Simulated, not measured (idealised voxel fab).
The following is a process module called voxel fin reveal.
The cross-section on display is named cut; it measures 285 nm wide, and its cells are 5 nm squares.
We lay out every cross-section as a grid of square cells and spell it out in bands from the top down, where one band means one or more rows of cells. Within each band entry, the heights of the top and of the bottom of the band appear first, in that order and in nm; the materials of the band then follow from left to right, each with its corresponding width in nm. The designation "edge to edge" on a single material indicates that it fills the band from edge to edge; the designation "air" indicates empty space. The level at which height equals 0 is the one under which the wafer, as it arrives, is entirely one material. No lower edge exists for the bottom band, which continues downward and is notated as in "top 0, no bottom". Per-row width for "30->40": begins at first number (top row of band), ends at second number (bottom row), increment between rows held constant. "remains unaltered" -> step changed no cross-section cell. Closed-off voids of 8+ cells (no open route to the top) go in "Completely enclosed voids", written width x height at distance from the left edge, in nm. Step line, after settings: the simulator's comment on this step. Each step line may optionally specify "overlay nm", which for a step with a mask gives the rightward distance between the mask's planned place and where it lay, a negative value indicating the leftward direction. So the way this works: pairs, before and after one process step. The after picture only goes down to the lowest band that actually changed, nothing below. Step and its settings are under each pair. And watch out, pairs might come from different runs of this module, same starting wafer though, so a pair only follows on from the one above if its "Pre-step snapshot" entry tells you so.

# Pre-step snapshot
    top 0, no bottom | Si edge to edge
    Completely enclosed voids: none

# After the Step
    top 10, bottom 0 | SiN edge to edge
    Rest of section, below 0: as before.
    Completely enclosed voids: none
The structure goes from the before cross-section above to the after cross-section through CONFORMAL_DEP (material SiN; thk nm 10)

Pre-step snapshot: carried over from the after image of the pair right above.

# After the Step
    top 10, bottom 0 | air (80), SiN (15), air (20), SiN (15), air (20), SiN (15), air (20), SiN (15), air (85)
    Rest of section, below 0: as before.
    Completely enclosed voids: none
The structure goes from the before cross-section above to the after cross-section through MASKED_ETCH (tone cover; mask id FINS; width nm 15; pitch nm 35; etch materials SiN; depth nm 10; overlay nm 0)

Pre-step snapshot: carried over from the after image of the pair right above.

# After the Step
    top 10, bottom 0 | air (80), SiN (15), air (20), SiN (15), air (20), SiN (15), air (20), SiN (15), air (85)
    top 0, bottom -30 | air (80), Si (15), air (20), Si (15), air (20), Si (15), air (20), Si (15), air (85)
    Rest of section, below -30: as before.
    Completely enclosed voids: none
The structure goes from the before cross-section above to the after cross-section through MASKED_ETCH (tone cover; mask id FINS; width nm 15; pitch nm 35; etch materials Si; depth nm 30; overlay nm 0)

Pre-step snapshot: carried over from the after image of the pair right above.

# After the Step
    top 10, bottom 0 | air (80), SiN (15), air (20), SiN (15), air (20), SiN (15), air (20), SiN (15), air (85)
    top 0, bottom -30 | air (80), SiO2 (5), Si (5), SiO2 (5), air (20), SiO2 (5), Si (5), SiO2 (5), air (20), SiO2 (5), Si (5), SiO2 (5), air (20), SiO2 (5), Si (5), SiO2 (5), air (85)
    top -30, bottom -35 | SiO2 (85), Si (5), SiO2 (30), Si (5), SiO2 (30), Si (5), SiO2 (30), Si (5), SiO2 (90)
    Rest of section, below -35: as before.
    Completely enclosed voids: none
The structure goes from the before cross-section above to the after cross-section through OXIDIZE (depth nm 5)

Pre-step snapshot: carried over from the after image of the pair right above.

# After the Step
    top 25, bottom 10 | SiO2 edge to edge
    top 10, bottom 0 | SiO2 (80), SiN (15), SiO2 (20), SiN (15), SiO2 (20), SiN (15), SiO2 (20), SiN (15), SiO2 (85)
    top 0, bottom -35 | SiO2 (85), Si (5), SiO2 (30), Si (5), SiO2 (30), Si (5), SiO2 (30), Si (5), SiO2 (90)
    Rest of section, below -35: as before.
    Completely enclosed voids: none
The structure goes from the before cross-section above to the after cross-section through FILL_DEP (material SiO2; thk nm 15)

Pre-step snapshot: carried over from the after image of the pair right above.

# After the Step
    top 10, bottom 0 | SiO2 (80), SiN (15), SiO2 (20), SiN (15), SiO2 (20), SiN (15), SiO2 (20), SiN (15), SiO2 (85)
    Rest of section, below 0: as before.
    Completely enclosed voids: none
The structure goes from the before cross-section above to the after cross-section through CMP (height nm 10)

Pre-step snapshot: carried over from the after image of the pair right above.

# After the Step
    top 10, bottom 0 | air (80), SiN (15), air (20), SiN (15), air (20), SiN (15), air (20), SiN (15), air (85)
    top 0, bottom -10 | air (85), Si (5), air (30), Si (5), air (30), Si (5), air (30), Si (5), air (90)
    Rest of section, below -10: as before.
    Completely enclosed voids: none
The structure goes from the before cross-section above to the after cross-section through SELECTIVE_ETCH (etch materials SiO2; depth nm 20)

Pre-step snapshot: carried over from the after image of the pair right above.

# After the Step
    top 0, bottom -10 | air (85), Si (5), air (30), Si (5), air (30), Si (5), air (30), Si (5), air (90)
    Rest of section, below -10: as before.
    Completely enclosed voids: none
The structure goes from the before cross-section above to the after cross-section through STRIP (etch materials SiN)

Pre-step snapshot: carried over from the after image of the pair right above.

# After the Step
    top 5, bottom 0 | air (80), SiO2 (15), air (20), SiO2 (15), air (20), SiO2 (15), air (20), SiO2 (15), air (85)
    top 0, bottom -5 | air (80), SiO2 (5), Si (5), SiO2 (5), air (20), SiO2 (5), Si (5), SiO2 (5), air (20), SiO2 (5), Si (5), SiO2 (5), air (20), SiO2 (5), Si (5), SiO2 (5), air (85)
    top -5, bottom -35 | SiO2 (85), Si (5), SiO2 (30), Si (5), SiO2 (30), Si (5), SiO2 (30), Si (5), SiO2 (90)
    Rest of section, below -35: as before.
    Completely enclosed voids: none
The structure goes from the before cross-section above to the after cross-section through CONFORMAL_DEP (material SiO2; thk nm 5)

# Pre-step snapshot
    top 10, bottom 0 | air (80), SiN (15), air (20), SiN (15), air (20), SiN (15), air (20), SiN (15), air (85)
    top 0, bottom -30 | air (80), Si (15), air (20), Si (15), air (20), Si (15), air (20), Si (15), air (85)
    top -30, no bottom | Si edge to edge
    Completely enclosed voids: none

# After the Step
    top 10, bottom 0 | air (80), SiN (15), air (20), SiN (15), air (20), SiN (15), air (20), SiN (15), air (85)
    top 0, bottom -60 | air (80), Si (15), air (20), Si (15), air (20), Si (15), air (20), Si (15), air (85)
    Rest of section, below -60: as before.
    Completely enclosed voids: none
The structure goes from the before cross-section above to the after cross-section through MASKED_ETCH (tone cover; mask id FINS; width nm 15; pitch nm 35; etch materials Si; depth nm 30; overlay nm 0)

Pre-step snapshot: carried over from the after image of the pair right above.

# After the Step
    top 10, bottom 0 | air (80), SiN (15), air (20), SiN (15), air (20), SiN (15), air (20), SiN (15), air (85)
    top 0, bottom -60 | air (80), SiO2 (5), Si (5), SiO2 (5), air (20), SiO2 (5), Si (5), SiO2 (5), air (20), SiO2 (5), Si (5), SiO2 (5), air (20), SiO2 (5), Si (5), SiO2 (5), air (85)
    top -60, bottom -65 | SiO2 (85), Si (5), SiO2 (30), Si (5), SiO2 (30), Si (5), SiO2 (30), Si (5), SiO2 (90)
    Rest of section, below -65: as before.
    Completely enclosed voids: none
The structure goes from the before cross-section above to the after cross-section through OXIDIZE (depth nm 5)

Pre-step snapshot: carried over from the after image of the pair right above.

# After the Step
    top 25, bottom 10 | SiO2 edge to edge
    top 10, bottom 0 | SiO2 (80), SiN (15), SiO2 (20), SiN (15), SiO2 (20), SiN (15), SiO2 (20), SiN (15), SiO2 (85)
    top 0, bottom -65 | SiO2 (85), Si (5), SiO2 (30), Si (5), SiO2 (30), Si (5), SiO2 (30), Si (5), SiO2 (90)
    Rest of section, below -65: as before.
    Completely enclosed voids: none
The structure goes from the before cross-section above to the after cross-section through FILL_DEP (material SiO2; thk nm 15)

Pre-step snapshot: carried over from the after image of the pair right above.

# After the Step
    top 10, bottom 0 | SiO2 (80), SiN (15), SiO2 (20), SiN (15), SiO2 (20), SiN (15), SiO2 (20), SiN (15), SiO2 (85)
    Rest of section, below 0: as before.
    Completely enclosed voids: none
The structure goes from the before cross-section above to the after cross-section through CMP (height nm 10)

Pre-step snapshot: carried over from the after image of the pair right above.

# After the Step
    top 10, bottom 0 | air (80), SiN (15), air (20), SiN (15), air (20), SiN (15), air (20), SiN (15), air (85)
    top 0, bottom -10 | air (85), Si (5), air (30), Si (5), air (30), Si (5), air (30), Si (5), air (90)
    Rest of section, below -10: as before.
    Completely enclosed voids: none
The structure goes from the before cross-section above to the after cross-section through SELECTIVE_ETCH (etch materials SiO2; depth nm 20)

Pre-step snapshot: carried over from the after image of the pair right above.

# After the Step
    top 0, bottom -10 | air (85), Si (5), air (30), Si (5), air (30), Si (5), air (30), Si (5), air (90)
    Rest of section, below -10: as before.
    Completely enclosed voids: none
The structure goes from the before cross-section above to the after cross-section through STRIP (etch materials SiN)

Pre-step snapshot: carried over from the after image of the pair right above.

# After the Step
    top 5, bottom 0 | air (80), SiO2 (15), air (20), SiO2 (15), air (20), SiO2 (15), air (20), SiO2 (15), air (85)
    top 0, bottom -5 | air (80), SiO2 (5), Si (5), SiO2 (5), air (20), SiO2 (5), Si (5), SiO2 (5), air (20), SiO2 (5), Si (5), SiO2 (5), air (20), SiO2 (5), Si (5), SiO2 (5), air (85)
    top -5, bottom -65 | SiO2 (85), Si (5), SiO2 (30), Si (5), SiO2 (30), Si (5), SiO2 (30), Si (5), SiO2 (90)
    Rest of section, below -65: as before.
    Completely enclosed voids: none
The structure goes from the before cross-section above to the after cross-section through CONFORMAL_DEP (material SiO2; thk nm 5)

# Pre-step snapshot
    top 10, bottom 0 | SiO2 (80), SiN (15), SiO2 (20), SiN (15), SiO2 (20), SiN (15), SiO2 (20), SiN (15), SiO2 (85)
    top 0, bottom -35 | SiO2 (85), Si (5), SiO2 (30), Si (5), SiO2 (30), Si (5), SiO2 (30), Si (5), SiO2 (90)
    top -35, no bottom | Si edge to edge
    Completely enclosed voids: none

# After the Step
    top 10, bottom 0 | SiO2 (80), air (15), SiO2 (20), air (15), SiO2 (20), air (15), SiO2 (20), air (15), SiO2 (85)
    Rest of section, below 0: as before.
    Completely enclosed voids: none
The structure goes from the before cross-section above to the after cross-section through STRIP (etch materials SiN)

Pre-step snapshot: carried over from the after image of the pair right above.

# After the Step
    top 0, bottom -10 | air (85), Si (5), air (30), Si (5), air (30), Si (5), air (30), Si (5), air (90)
    top -10, bottom -20 | SiO2 (60), air (25), Si (5), air (30), Si (5), air (30), Si (5), air (30), Si (5), air (25), SiO2 (65)
    Rest of section, below -20: as before.
    Completely enclosed voids: none
The structure goes from the before cross-section above to the after cross-section through SELECTIVE_ETCH (etch materials SiO2; depth nm 20)

Pre-step snapshot: carried over from the after image of the pair right above.

# After the Step
    top 5, bottom 0 | air (80), SiO2 (15), air (20), SiO2 (15), air (20), SiO2 (15), air (20), SiO2 (15), air (85)
    top 0, bottom -5 | air (80), SiO2 (5), Si (5), SiO2 (5), air (20), SiO2 (5), Si (5), SiO2 (5), air (20), SiO2 (5), Si (5), SiO2 (5), air (20), SiO2 (5), Si (5), SiO2 (5), air (85)
    top -5, bottom -15 | SiO2 (65), air (15), SiO2 (5), Si (5), SiO2 (5), air (20), SiO2 (5), Si (5), SiO2 (5), air (20), SiO2 (5), Si (5), SiO2 (5), air (20), SiO2 (5), Si (5), SiO2 (5), air (15), SiO2 (70)
    top -15, bottom -35 | SiO2 (85), Si (5), SiO2 (30), Si (5), SiO2 (30), Si (5), SiO2 (30), Si (5), SiO2 (90)
    Rest of section, below -35: as before.
    Completely enclosed voids: none
The structure goes from the before cross-section above to the after cross-section through CONFORMAL_DEP (material SiO2; thk nm 5)

# Pre-step snapshot
    top 10, bottom 0 | air (80), SiN (15), air (20), SiN (15), air (20), SiN (15), air (20), SiN (15), air (85)
    top 0, no bottom | Si edge to edge
    Completely enclosed voids: none

# After the Step
    top 10, bottom 0 | air (80), SiN (15), air (20), SiN (15), air (20), SiN (15), air (20), SiN (15), air (85)
    top 0, bottom -40 | air (80), Si (15), air (20), Si (15), air (20), Si (15), air (20), Si (15), air (85)
    Rest of section, below -40: as before.
    Completely enclosed voids: none
The structure goes from the before cross-section above to the after cross-section through MASKED_ETCH (tone cover; mask id FINS; width nm 15; pitch nm 35; etch materials Si; depth nm 40; overlay nm 0)

Pre-step snapshot: carried over from the after image of the pair right above.

# After the Step
    top 10, bottom 0 | air (80), SiN (15), air (20), SiN (15), air (20), SiN (15), air (20), SiN (15), air (85)
    top 0, bottom -40 | air (80), SiO2 (5), Si (5), SiO2 (5), air (20), SiO2 (5), Si (5), SiO2 (5), air (20), SiO2 (5), Si (5), SiO2 (5), air (20), SiO2 (5), Si (5), SiO2 (5), air (85)
    top -40, bottom -45 | SiO2 (85), Si (5), SiO2 (30), Si (5), SiO2 (30), Si (5), SiO2 (30), Si (5), SiO2 (90)
    Rest of section, below -45: as before.
    Completely enclosed voids: none
The structure goes from the before cross-section above to the after cross-section through OXIDIZE (depth nm 5)

Pre-step snapshot: carried over from the after image of the pair right above.

# After the Step
    top 25, bottom 10 | SiO2 edge to edge
    top 10, bottom 0 | SiO2 (80), SiN (15), SiO2 (20), SiN (15), SiO2 (20), SiN (15), SiO2 (20), SiN (15), SiO2 (85)
    top 0, bottom -45 | SiO2 (85), Si (5), SiO2 (30), Si (5), SiO2 (30), Si (5), SiO2 (30), Si (5), SiO2 (90)
    Rest of section, below -45: as before.
    Completely enclosed voids: none
The structure goes from the before cross-section above to the after cross-section through FILL_DEP (material SiO2; thk nm 15)

Pre-step snapshot: carried over from the after image of the pair right above.

# After the Step
    top 10, bottom 0 | SiO2 (80), SiN (15), SiO2 (20), SiN (15), SiO2 (20), SiN (15), SiO2 (20), SiN (15), SiO2 (85)
    Rest of section, below 0: as before.
    Completely enclosed voids: none
The structure goes from the before cross-section above to the after cross-section through CMP (height nm 10)

Pre-step snapshot: carried over from the after image of the pair right above.

# After the Step
    top 10, bottom 0 | air (80), SiN (15), air (20), SiN (15), air (20), SiN (15), air (20), SiN (15), air (85)
    top 0, bottom -10 | air (85), Si (5), air (30), Si (5), air (30), Si (5), air (30), Si (5), air (90)
    Rest of section, below -10: as before.
    Completely enclosed voids: none
The structure goes from the before cross-section above to the after cross-section through SELECTIVE_ETCH (etch materials SiO2; depth nm 20)

Pre-step snapshot: carried over from the after image of the pair right above.

# After the Step
    top 0, bottom -10 | air (85), Si (5), air (30), Si (5), air (30), Si (5), air (30), Si (5), air (90)
    Rest of section, below -10: as before.
    Completely enclosed voids: none
The structure goes from the before cross-section above to the after cross-section through STRIP (etch materials SiN)

Pre-step snapshot: carried over from the after image of the pair right above.

# After the Step
    top 5, bottom 0 | air (80), SiO2 (15), air (20), SiO2 (15), air (20), SiO2 (15), air (20), SiO2 (15), air (85)
    top 0, bottom -5 | air (80), SiO2 (5), Si (5), SiO2 (5), air (20), SiO2 (5), Si (5), SiO2 (5), air (20), SiO2 (5), Si (5), SiO2 (5), air (20), SiO2 (5), Si (5), SiO2 (5), air (85)
    top -5, bottom -45 | SiO2 (85), Si (5), SiO2 (30), Si (5), SiO2 (30), Si (5), SiO2 (30), Si (5), SiO2 (90)
    Rest of section, below -45: as before.
    Completely enclosed voids: none
The structure goes from the before cross-section above to the after cross-section through CONFORMAL_DEP (material SiO2; thk nm 5)

# Pre-step snapshot
    top 10, bottom 0 | SiN edge to edge
    top 0, no bottom | Si edge to edge
    Completely enclosed voids: none

# After the Step
    top 10, bottom 0 | air (80), SiN (20), air (15), SiN (20), air (15), SiN (20), air (15), SiN (20), air (80)
    Rest of section, below 0: as before.
    Completely enclosed voids: none
The structure goes from the before cross-section above to the after cross-section through MASKED_ETCH (tone cover; mask id FINS; width nm 20; pitch nm 35; etch materials SiN; depth nm 10; overlay nm 0)

Pre-step snapshot: carried over from the after image of the pair right above.

# After the Step
    top 10, bottom 0 | air (80), SiN (20), air (15), SiN (20), air (15), SiN (20), air (15), SiN (20), air (80)
    top 0, bottom -30 | air (80), Si (20), air (15), Si (20), air (15), Si (20), air (15), Si (20), air (80)
    Rest of section, below -30: as before.
    Completely enclosed voids: none
The structure goes from the before cross-section above to the after cross-section through MASKED_ETCH (tone cover; mask id FINS; width nm 15; pitch nm 35; etch materials Si; depth nm 30; overlay nm 0)

Pre-step snapshot: carried over from the after image of the pair right above.

# After the Step
    top 10, bottom 0 | air (80), SiN (20), air (15), SiN (20), air (15), SiN (20), air (15), SiN (20), air (80)
    top 0, bottom -30 | air (80), SiO2 (5), Si (10), SiO2 (5), air (15), SiO2 (5), Si (10), SiO2 (5), air (15), SiO2 (5), Si (10), SiO2 (5), air (15), SiO2 (5), Si (10), SiO2 (5), air (80)
    top -30, bottom -35 | SiO2 (85), Si (10), SiO2 (25), Si (10), SiO2 (25), Si (10), SiO2 (25), Si (10), SiO2 (85)
    Rest of section, below -35: as before.
    Completely enclosed voids: none
The structure goes from the before cross-section above to the after cross-section through OXIDIZE (depth nm 5)

Pre-step snapshot: carried over from the after image of the pair right above.

# After the Step
    top 25, bottom 10 | SiO2 edge to edge
    top 10, bottom 0 | SiO2 (80), SiN (20), SiO2 (15), SiN (20), SiO2 (15), SiN (20), SiO2 (15), SiN (20), SiO2 (80)
    top 0, bottom -35 | SiO2 (85), Si (10), SiO2 (25), Si (10), SiO2 (25), Si (10), SiO2 (25), Si (10), SiO2 (85)
    Rest of section, below -35: as before.
    Completely enclosed voids: none
The structure goes from the before cross-section above to the after cross-section through FILL_DEP (material SiO2; thk nm 15)

Pre-step snapshot: carried over from the after image of the pair right above.

# After the Step
    top 10, bottom 0 | SiO2 (80), SiN (20), SiO2 (15), SiN (20), SiO2 (15), SiN (20), SiO2 (15), SiN (20), SiO2 (80)
    Rest of section, below 0: as before.
    Completely enclosed voids: none
The structure goes from the before cross-section above to the after cross-section through CMP (height nm 10)

Pre-step snapshot: carried over from the after image of the pair right above.

# After the Step
    top 10, bottom 0 | air (80), SiN (20), air (15), SiN (20), air (15), SiN (20), air (15), SiN (20), air (80)
    top 0, bottom -10 | air (85), Si (10), air (25), Si (10), air (25), Si (10), air (25), Si (10), air (85)
    Rest of section, below -10: as before.
    Completely enclosed voids: none
The structure goes from the before cross-section above to the after cross-section through SELECTIVE_ETCH (etch materials SiO2; depth nm 20)

Pre-step snapshot: carried over from the after image of the pair right above.

# After the Step
    top 0, bottom -10 | air (85), Si (10), air (25), Si (10), air (25), Si (10), air (25), Si (10), air (85)
    Rest of section, below -10: as before.
    Completely enclosed voids: none
The structure goes from the before cross-section above to the after cross-section through STRIP (etch materials SiN)

Pre-step snapshot: carried over from the after image of the pair right above.

# After the Step
    top 5, bottom 0 | air (80), SiO2 (20), air (15), SiO2 (20), air (15), SiO2 (20), air (15), SiO2 (20), air (80)
    top 0, bottom -5 | air (80), SiO2 (5), Si (10), SiO2 (5), air (15), SiO2 (5), Si (10), SiO2 (5), air (15), SiO2 (5), Si (10), SiO2 (5), air (15), SiO2 (5), Si (10), SiO2 (5), air (80)
    top -5, bottom -35 | SiO2 (85), Si (10), SiO2 (25), Si (10), SiO2 (25), Si (10), SiO2 (25), Si (10), SiO2 (85)
    Rest of section, below -35: as before.
    Completely enclosed voids: none
The structure goes from the before cross-section above to the after cross-section through CONFORMAL_DEP (material SiO2; thk nm 5)

# Pre-step snapshot
    top 10, bottom 0 | air (80), SiN (15), air (20), SiN (15), air (20), SiN (15), air (20), SiN (15), air (85)
    top 0, no bottom | Si edge to edge
    Completely enclosed voids: none

# After the Step
    top 10, bottom 0 | air (80), SiN (15), air (20), SiN (15), air (20), SiN (15), air (20), SiN (15), air (85)
    top 0, bottom -30 | air (75), Si (20), air (15), Si (20), air (15), Si (20), air (15), Si (20), air (85)
    Rest of section, below -30: as before.
    Completely enclosed voids: none
The structure goes from the before cross-section above to the after cross-section through MASKED_ETCH (tone cover; mask id FINS; width nm 15; pitch nm 35; etch materials Si; depth nm 30; overlay nm -5)

Pre-step snapshot: carried over from the after image of the pair right above.

# After the Step
    top 10, bottom 0 | air (80), SiN (15), air (20), SiN (15), air (20), SiN (15), air (20), SiN (15), air (85)
    top 0, bottom -5 | air (75), SiO2 (10), Si (5), SiO2 (5), air (15), SiO2 (10), Si (5), SiO2 (5), air (15), SiO2 (10), Si (5), SiO2 (5), air (15), SiO2 (10), Si (5), SiO2 (5), air (85)
    top -5, bottom -30 | air (75), SiO2 (5), Si (10), SiO2 (5), air (15), SiO2 (5), Si (10), SiO2 (5), air (15), SiO2 (5), Si (10), SiO2 (5), air (15), SiO2 (5), Si (10), SiO2 (5), air (85)
    top -30, bottom -35 | SiO2 (80), Si (10), SiO2 (25), Si (10), SiO2 (25), Si (10), SiO2 (25), Si (10), SiO2 (90)
    Rest of section, below -35: as before.
    Completely enclosed voids: none
The structure goes from the before cross-section above to the after cross-section through OXIDIZE (depth nm 5)

Pre-step snapshot: carried over from the after image of the pair right above.

# After the Step
    top 25, bottom 10 | SiO2 edge to edge
    top 10, bottom 0 | SiO2 (80), SiN (15), SiO2 (20), SiN (15), SiO2 (20), SiN (15), SiO2 (20), SiN (15), SiO2 (85)
    top 0, bottom -5 | SiO2 (85), Si (5), SiO2 (30), Si (5), SiO2 (30), Si (5), SiO2 (30), Si (5), SiO2 (90)
    top -5, bottom -35 | SiO2 (80), Si (10), SiO2 (25), Si (10), SiO2 (25), Si (10), SiO2 (25), Si (10), SiO2 (90)
    Rest of section, below -35: as before.
    Completely enclosed voids: none
The structure goes from the before cross-section above to the after cross-section through FILL_DEP (material SiO2; thk nm 15)

Pre-step snapshot: carried over from the after image of the pair right above.

# After the Step
    top 10, bottom 0 | SiO2 (80), SiN (15), SiO2 (20), SiN (15), SiO2 (20), SiN (15), SiO2 (20), SiN (15), SiO2 (85)
    Rest of section, below 0: as before.
    Completely enclosed voids: none
The structure goes from the before cross-section above to the after cross-section through CMP (height nm 10)

Pre-step snapshot: carried over from the after image of the pair right above.

# After the Step
    top 10, bottom 0 | air (80), SiN (15), air (20), SiN (15), air (20), SiN (15), air (20), SiN (15), air (85)
    top 0, bottom -10 | air (85->80), Si (5->10), air (30->25), Si (5->10), air (30->25), Si (5->10), air (30->25), Si (5->10), air (90)
    Rest of section, below -10: as before.
    Completely enclosed voids: none
The structure goes from the before cross-section above to the after cross-section through SELECTIVE_ETCH (etch materials SiO2; depth nm 20)

Pre-step snapshot: carried over from the after image of the pair right above.

# After the Step
    top 0, bottom -10 | air (85->80), Si (5->10), air (30->25), Si (5->10), air (30->25), Si (5->10), air (30->25), Si (5->10), air (90)
    Rest of section, below -10: as before.
    Completely enclosed voids: none
The structure goes from the before cross-section above to the after cross-section through STRIP (etch materials SiN)

Pre-step snapshot: carried over from the after image of the pair right above.

# After the Step
    top 5, bottom 0 | air (80), SiO2 (15), air (20), SiO2 (15), air (20), SiO2 (15), air (20), SiO2 (15), air (85)
    top 0, bottom -5 | air (75), SiO2 (10), Si (5), SiO2 (5), air (15), SiO2 (10), Si (5), SiO2 (5), air (15), SiO2 (10), Si (5), SiO2 (5), air (15), SiO2 (10), Si (5), SiO2 (5), air (85)
    top -5, bottom -35 | SiO2 (80), Si (10), SiO2 (25), Si (10), SiO2 (25), Si (10), SiO2 (25), Si (10), SiO2 (90)
    Rest of section, below -35: as before.
    Completely enclosed voids: none
The structure goes from the before cross-section above to the after cross-section through CONFORMAL_DEP (material SiO2; thk nm 5)

# Pre-step snapshot
    top 0, bottom -10 | air (85), Si (5), air (30), Si (5), air (30), Si (5), air (30), Si (5), air (90)
    top -10, bottom -35 | SiO2 (85), Si (5), SiO2 (30), Si (5), SiO2 (30), Si (5), SiO2 (30), Si (5), SiO2 (90)
    top -35, no bottom | Si edge to edge
    Completely enclosed voids: none

# After the Step
    top 5, bottom 0 | air (80), SiN (15), air (20), SiN (15), air (20), SiN (15), air (20), SiN (15), air (85)
    top 0, bottom -5 | air (80), SiN (5), Si (5), SiN (5), air (20), SiN (5), Si (5), SiN (5), air (20), SiN (5), Si (5), SiN (5), air (20), SiN (5), Si (5), SiN (5), air (85)
    top -5, bottom -10 | SiN (85), Si (5), SiN (30), Si (5), SiN (30), Si (5), SiN (30), Si (5), SiN (90)
    Rest of section, below -10: as before.
    Completely enclosed voids: none
The structure goes from the before cross-section above to the after cross-section through CONFORMAL_DEP (material SiN; thk nm 5)

# Pre-step snapshot
    top 10, bottom 0 | SiN edge to edge
    top 0, no bottom | Si edge to edge
    Completely enclosed voids: none

# After the Step
    top 10, bottom 0 | SiN (80), air (15), SiN (20), air (15), SiN (20), air (15), SiN (20), air (15), SiN (85)
    Rest of section, below 0: as before.
    Completely enclosed voids: none
The structure goes from the before cross-section above to the after cross-section through MASKED_ETCH (tone open; mask id FINS; width nm 15; pitch nm 35; etch materials SiN; depth nm 10; overlay nm 0)

Pre-step snapshot: carried over from the after image of the pair right above.

# After the Step
    top 10, bottom 0 | SiN (80), air (15), SiN (20), air (15), SiN (20), air (15), SiN (20), air (15), SiN (85)
    top 0, bottom -5 | Si (75), SiO2 (25), Si (10), SiO2 (25), Si (10), SiO2 (25), Si (10), SiO2 (25), Si (80)
    Rest of section, below -5: as before.
    Completely enclosed voids: none
The structure goes from the before cross-section above to the after cross-section through OXIDIZE (depth nm 5)

Pre-step snapshot: carried over from the after image of the pair right above.

# After the Step
    top 25, bottom 10 | SiO2 edge to edge
    top 10, bottom 0 | SiN (80), SiO2 (15), SiN (20), SiO2 (15), SiN (20), SiO2 (15), SiN (20), SiO2 (15), SiN (85)
    Rest of section, below 0: as before.
    Completely enclosed voids: none
The structure goes from the before cross-section above to the after cross-section through FILL_DEP (material SiO2; thk nm 15)

Pre-step snapshot: carried over from the after image of the pair right above.

# After the Step
    top 10, bottom 0 | SiN (80), SiO2 (15), SiN (20), SiO2 (15), SiN (20), SiO2 (15), SiN (20), SiO2 (15), SiN (85)
    Rest of section, below 0: as before.
    Completely enclosed voids: none
The structure goes from the before cross-section above to the after cross-section through CMP (height nm 10)

Pre-step snapshot: carried over from the after image of the pair right above.

# After the Step
    top 10, bottom 0 | SiN (80), air (15), SiN (20), air (15), SiN (20), air (15), SiN (20), air (15), SiN (85)
    top 0, bottom -5 | Si (75), air (25), Si (10), air (25), Si (10), air (25), Si (10), air (25), Si (80)
    Rest of section, below -5: as before.
    Completely enclosed voids: none
The structure goes from the before cross-section above to the after cross-section through SELECTIVE_ETCH (etch materials SiO2; depth nm 20)

Pre-step snapshot: carried over from the after image of the pair right above.

# After the Step
    top 0, bottom -5 | Si (75), air (25), Si (10), air (25), Si (10), air (25), Si (10), air (25), Si (80)
    Rest of section, below -5: as before.
    Completely enclosed voids: none
The structure goes from the before cross-section above to the after cross-section through STRIP (etch materials SiN)

Pre-step snapshot: carried over from the after image of the pair right above.

# After the Step
    top 5, bottom 0 | SiO2 (80), air (15), SiO2 (20), air (15), SiO2 (20), air (15), SiO2 (20), air (15), SiO2 (85)
    top 0, bottom -5 | Si (75), SiO2 (25), Si (10), SiO2 (25), Si (10), SiO2 (25), Si (10), SiO2 (25), Si (80)
    Rest of section, below -5: as before.
    Completely enclosed voids: none
The structure goes from the before cross-section above to the after cross-section through CONFORMAL_DEP (material SiO2; thk nm 5)
